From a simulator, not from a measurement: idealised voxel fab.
Title: Process Module voxel trench capacitor
In the cross-section labelled cut, the width is 225 nm and each square cell is 5 nm.
Think of the cross-section as a grid of square cells. We describe it in bands, top to bottom, and each band covers one or more rows of those cells. Look at the band entry: it leads with the top's height and the bottom's height in nm. Then it lists the materials left to right, with a width in nm for each. The word "all across" on a single material says that material fills the band edge to edge. The word "empty" is empty space. Heads up on the height convention: 0 is the point under which the incoming wafer is all one material, and the lowest band has no bottom, it just keeps going down, like "top 0, no bottom". Width "30->40": first value at the band's top row of cells, second value at its bottom row, equal change from row to row. You'll sometimes find "everything unchanged" written for a step, and that's the way of saying that nowhere in the cross-section did a cell change during that step. "Cavities, sealed" means: voids of 8 cells or more that are shut off from the top with no open way through. Written width x height at distance, distance from the left edge, in nm. Note: text after step settings on the step line = simulator remark on that step. The optional step-line setting "overlay nm" applies to steps with a mask and quantifies how far to the right of its planned location the mask lay, a negative value indicating leftward placement.
THE STEPS PLANNED FOR THE PROCESS ARE AS FOLLOWS
1 RECEIVE [material Si]
2 CONFORMAL_DEP [material SiN] [thk nm 10]
3 PATTERN [tone open] [mask id TRENCH] [material resist] [width nm 25] [pitch nm 50] [thk nm 20] [overlay nm 0]
4 DIRECTIONAL_ETCH [etch materials SiN] [depth nm 10]
5 DIRECTIONAL_ETCH [etch materials Si] [depth nm 30]
6 STRIP [etch materials resist]
7 CONFORMAL_DEP [material Al2O3] [thk nm 5]
8 FILL_DEP [material polySi] [thk nm 10]
9 CMP [height nm 10]
AS-RECEIVED WAFER CROSS-SECTION (AFTER STEP 1)
- top 0, no bottom = Si all across
- Cavities, sealed: none
FIGURE: CROSS-SECTIONAL VIEW OF THE WAFER UPON COMPLETION OF THE MODULE, PROCESSED FROM THE INITIAL STATE AND ACCORDING TO THE PLAN DEPICTED ABOVE, WITH ONE ERROR INTRODUCED DURING EXECUTION
- top 10, bottom 0 = Al2O3 all across
- top 0, no bottom = Si all across
- Cavities, sealed: none
Plan not followed: step 2: run off-plan, actual operation and settings CONFORMAL_DEP [material Al2O3] [thk nm 10]
